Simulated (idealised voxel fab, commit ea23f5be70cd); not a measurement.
You're looking at the process module voxel ribs on slabs.
Pictured: cross-section cut, 220 nm wide, on a grid of 5 nm square cells.
Think of the cross-section as a grid of square cells. We describe it in bands, top to bottom, and each band covers one or more rows of those cells. Quick guide to a band line: top height, bottom height (nm) up front; then every material left to right with its width in nm. Only one material and it's marked "everywhere"? Then it fills the band edge to edge. And "blank" just means empty space. For the purposes of this specification, 0 denotes the height below which the wafer in its as-received condition is composed wholly of one material, and the lowermost band, lacking a lower limit, extends downward without end, as expressed in "top 0, no bottom". Width: "30->40" (first number = top row, second number = bottom row, same change from row to row of cells). What does "no alterations made" mean for a step? It means no cell of the cross-section changed in that step. Empty spaces without an open route to the top, at least 8 cells in extent, make up the entry "Closed empty spaces"; each is given as width x height at distance, where the distance is measured from the left edge, and all are in nm. If you see something after the settings on a step's line, that's the simulator's own remark about that step. overlay nm: where the mask lay relative to plan, measured to the right, on steps with a mask; negatives go left.

### Steps planned for the process
| 1 | op RECEIVE | material Si |
| 2 | op DIRECTIONAL_DEP | material SiO2 | thk nm 20 |
| 3 | op DIRECTIONAL_DEP | material SiN | thk nm 15 |
| 4 | op PATTERN | tone cover | mask id RIB | material resist | width nm 20 | thk nm 15 | overlay nm 0 |
| 5 | op DIRECTIONAL_ETCH | etch materials SiN | depth nm 10 |
| 6 | op STRIP | etch materials resist |
| 7 | op PATTERN | tone cover | mask id SLAB | material resist | width nm 60 | thk nm 20 | overlay nm 0 |
| 8 | op DIRECTIONAL_ETCH | etch materials SiN | depth nm 5 |
| 9 | op STRIP | etch materials resist |
| 10 | op FILL_DEP | material SiO2 | thk nm 20 |
| 11 | op CMP | height nm 45 |
| 12 | op DIRECTIONAL_DEP | material W | thk nm 5 |
| 13 | op PATTERN | tone cover | mask id HEATER | material resist | width nm 30 | thk nm 20 | overlay nm 0 |
| 14 | op DIRECTIONAL_ETCH | etch materials W | depth nm 5 |
| 15 | op STRIP | etch materials resist |
| 16 | op CONFORMAL_DEP | material SiN | thk nm 10 |

### First wafer, two in total, run as planned

### Shown in cross-section is the wafer as received, that is, as it stands after step 1
top 0, no bottom  Si everywhere
Closed empty spaces: none

### How the wafer stands in section after step 2
top 20, bottom 0  SiO2 everywhere
Under the height 0 nothing was changed.

### How the wafer stands in section after step 3
top 35, bottom 20  SiN everywhere
Under the height 20 nothing was changed.

### How the wafer stands in section after step 4
top 50, bottom 35  blank: 100 / resist: 20 / blank: 100
Under the height 35 nothing was changed.

### How the wafer stands in section after step 5
top 50, bottom 35  blank: 100 / resist: 20 / blank: 100
top 35, bottom 25  blank: 100 / SiN: 20 / blank: 100
Under the height 25 nothing was changed.

### How the wafer stands in section after step 6
top 35, bottom 25  blank: 100 / SiN: 20 / blank: 100
Under the height 25 nothing was changed.

### How the wafer stands in section after step 7
top 55, bottom 35  blank: 80 / resist: 60 / blank: 80
top 35, bottom 25  blank: 80 / resist: 20 / SiN: 20 / resist: 20 / blank: 80
Under the height 25 nothing was changed.

### How the wafer stands in section after step 8
top 55, bottom 35  blank: 80 / resist: 60 / blank: 80
top 35, bottom 25  blank: 80 / resist: 20 / SiN: 20 / resist: 20 / blank: 80
top 25, bottom 20  blank: 80 / SiN: 60 / blank: 80
Under the height 20 nothing was changed.

### How the wafer stands in section after step 9
top 35, bottom 25  blank: 100 / SiN: 20 / blank: 100
Under the height 25 nothing was changed.

### How the wafer stands in section after step 10
top 55, bottom 35  SiO2 everywhere
top 35, bottom 25  SiO2: 100 / SiN: 20 / SiO2: 100
top 25, bottom 20  SiO2: 80 / SiN: 60 / SiO2: 80
Under the height 20 nothing was changed.

### How the wafer stands in section after step 11
top 45, bottom 35  SiO2 everywhere
Under the height 35 nothing was changed.

### How the wafer stands in section after step 12
top 50, bottom 45  W everywhere
Under the height 45 nothing was changed.

### How the wafer stands in section after step 13
top 70, bottom 50  blank: 95 / resist: 30 / blank: 95
Under the height 50 nothing was changed.

### How the wafer stands in section after step 14
top 70, bottom 50  blank: 95 / resist: 30 / blank: 95
top 50, bottom 45  blank: 95 / W: 30 / blank: 95
Under the height 45 nothing was changed.

### How the wafer stands in section after step 15
top 50, bottom 45  blank: 95 / W: 30 / blank: 95
Under the height 45 nothing was changed.

### How the wafer stands in section after step 16
top 60, bottom 55  blank: 85 / SiN: 50 / blank: 85
top 55, bottom 50  SiN everywhere
top 50, bottom 45  SiN: 95 / W: 30 / SiN: 95
Under the height 45 nothing was changed.

### Second wafer: same start and same plan as the first, one execution error; identical to the first through step 11

### At the planned end of step 12, the second wafer in cross-section
top 60, bottom 45  W everywhere
Under the height 45 nothing was changed.

### At the planned end of step 13, the second wafer in cross-section
top 80, bottom 60  blank: 95 / resist: 30 / blank: 95
Under the height 60 nothing was changed.

### At the planned end of step 14, the second wafer in cross-section
top 80, bottom 60  blank: 95 / resist: 30 / blank: 95
top 60, bottom 55  blank: 95 / W: 30 / blank: 95
Under the height 55 nothing was changed.

### At the planned end of step 15, the second wafer in cross-section
top 60, bottom 55  blank: 95 / W: 30 / blank: 95
Under the height 55 nothing was changed.

### At the planned end of step 16, the second wafer in cross-section
top 70, bottom 65  blank: 85 / SiN: 50 / blank: 85
top 65, bottom 60  SiN everywhere
top 60, bottom 55  SiN: 95 / W: 30 / SiN: 95
Under the height 55 nothing was changed.
What was done differently from what was planned? in deviation from the planned setting, step 12 was conducted as op DIRECTIONAL_DEP | material W | thk nm 15
at the end the second wafer has, in cells: 88 more of W
